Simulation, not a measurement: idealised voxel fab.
process module | voxel transistor to metal
cross-section cut | 205 nm wide | cells 5 nm
A cross-section is a grid of square cells, given in bands from the top down. A band is one or more rows of cells.
Each band's line starts with the height of the band's top and of its bottom, in nm. Then come its materials from left to right, each with its width in nm. One material with "throughout" fills the band from edge to edge. "air" is empty space.
Height 0 is the level under which the wafer as received is all one material. The lowest band goes on downwards, as in "0 down".
A width such as "30 to 40" changes by the same amount from each row of cells to the next, from the band's top row to its bottom row.
"no change" after a step means that no cell of the cross-section changed.
closed voids: empty space of 8 cells or more with no open way to the top, each as width x height at its distance from the left edge, in nm
after a step's settings: what the simulator itself notes on the step
overlay nm, on a step with a mask: how far to the right of its planned place the mask lay; to the left if negative
plan
1 op RECEIVE | material Si
2 op OXIDIZE | depth nm 5
3 op CONFORMAL_DEP | material SiN | thk nm 15
4 op DIRECTIONAL_DEP | material aC | thk nm 10
5 op PATTERN | tone cover | mask id ACTIVE | material resist | width nm 105 | thk nm 25 | overlay nm 0
6 op DIRECTIONAL_ETCH | etch materials aC | depth nm 10
7 op STRIP | etch materials resist
8 op DIRECTIONAL_ETCH | etch materials SiN | depth nm 15
9 op DIRECTIONAL_ETCH | etch materials SiO2 | depth nm 5
10 op DIRECTIONAL_ETCH | etch materials Si | depth nm 35
11 op STRIP | etch materials aC
12 op FILL_DEP | material SiO2 | thk nm 15
13 op CMP | height nm 15
14 op SELECTIVE_ETCH | etch materials SiO2 | depth nm 10
15 op STRIP | etch materials SiN
16 op SELECTIVE_ETCH | etch materials SiO2 | depth nm 5
17 op OXIDIZE | depth nm 5
18 op DIRECTIONAL_DEP | material polySi | thk nm 20
19 op DIRECTIONAL_DEP | material SiCN | thk nm 15
20 op MASKED_ETCH | tone cover | mask id GATE | width nm 25 | etch materials SiCN | depth nm 25 | overlay nm 0
21 op MASKED_ETCH | tone cover | mask id GATE | width nm 25 | etch materials polySi | depth nm 30 | overlay nm 0
22 op CONFORMAL_DEP | material SiN | thk nm 10
23 op DIRECTIONAL_ETCH | etch materials SiN | depth nm 10
24 op DIRECTIONAL_ETCH | etch materials SiO2 | depth nm 5
25 op DIRECTIONAL_ETCH | etch materials Si | depth nm 15
26 op EPI | material pSi | thk nm 15
27 op FILL_DEP | material SiO2 | thk nm 10
28 op CMP | height nm 15
29 op STRIP | etch materials polySi
30 op SELECTIVE_ETCH | etch materials SiO2 | depth nm 5
31 op CONFORMAL_DEP | material HfO2 | thk nm 5
32 op CONFORMAL_DEP | material TiN | thk nm 5
33 op FILL_DEP | material W | thk nm 5
34 op CMP | height nm 10
35 op DIRECTIONAL_DEP | material SiO2 | thk nm 15
36 op MASKED_ETCH | tone open | mask id CONTACT | width nm 15 | pitch nm 80 | etch materials SiO2 | depth nm 20 | overlay nm 0
37 op CONFORMAL_DEP | material TiN | thk nm 5
38 op FILL_DEP | material W | thk nm 5
39 op CMP | height nm 25
40 op CONFORMAL_DEP | material SiCN | thk nm 5
41 op DIRECTIONAL_DEP | material SiO2 | thk nm 25
42 op DIRECTIONAL_DEP | material aC | thk nm 10
43 op PATTERN | tone open | mask id METAL_1 | material resist | width nm 15 | pitch nm 80 | thk nm 30 | overlay nm 0
44 op DIRECTIONAL_ETCH | etch materials aC | depth nm 10
45 op STRIP | etch materials resist
46 op DIRECTIONAL_ETCH | etch materials SiO2 | depth nm 25
47 op DIRECTIONAL_ETCH | etch materials SiCN | depth nm 5
48 op STRIP | etch materials aC
49 op CONFORMAL_DEP | material TiN | thk nm 5
50 op FILL_DEP | material W | thk nm 5
51 op CMP | height nm 55
52 op EPI | material Ru | thk nm 5
53 op FILL_DEP | material SiCN | thk nm 5
as received, after step 1
  0 down: Si throughout
  closed voids: none
a wafer at the end: this start, this plan, one mistake
  65 to 60: SiCN throughout
  60 to 55: SiCN 50 | Ru 25 | SiCN 55 | Ru 25 | SiCN 50
  55 to 50: SiCN 55 | TiN 15 | SiCN 65 | TiN 15 | SiCN 55
  50 to 25: SiO2 throughout
  25 to 10: SiO2 55 | TiN 5 | W 5 | TiN 5 | SiO2 65 | TiN 5 | W 5 | TiN 5 | SiO2 55
  10 to 5: SiO2 55 | TiN 15 | SiO2 10 | SiN 10 | HfO2 5 | TiN 5 | W 5 | TiN 5 | HfO2 5 | SiN 10 | SiO2 10 | TiN 15 | SiO2 55
  5 to 0: SiO2 50 | pSi 30 | SiN 10 | HfO2 5 | TiN 5 | W 5 | TiN 5 | HfO2 5 | SiN 10 | pSi 30 | SiO2 50
  0 to -5: SiO2 45 | SiN 10 | pSi 25 | SiN 10 | HfO2 5 | TiN 15 | HfO2 5 | SiN 10 | pSi 25 | SiN 10 | SiO2 45
  -5 to -10: SiO2 55 | pSi 25 | SiO2 5 | HfO2 35 | SiO2 5 | pSi 25 | SiO2 55
  -10 to -25: SiO2 50 | Si 5 | pSi 25 | Si 45 | pSi 25 | Si 5 | SiO2 50
  -25 to -40: SiO2 50 | Si 105 | SiO2 50
  -40 down: Si throughout
  closed voids: none
what went wrong: steps 40 and 41 were swapped
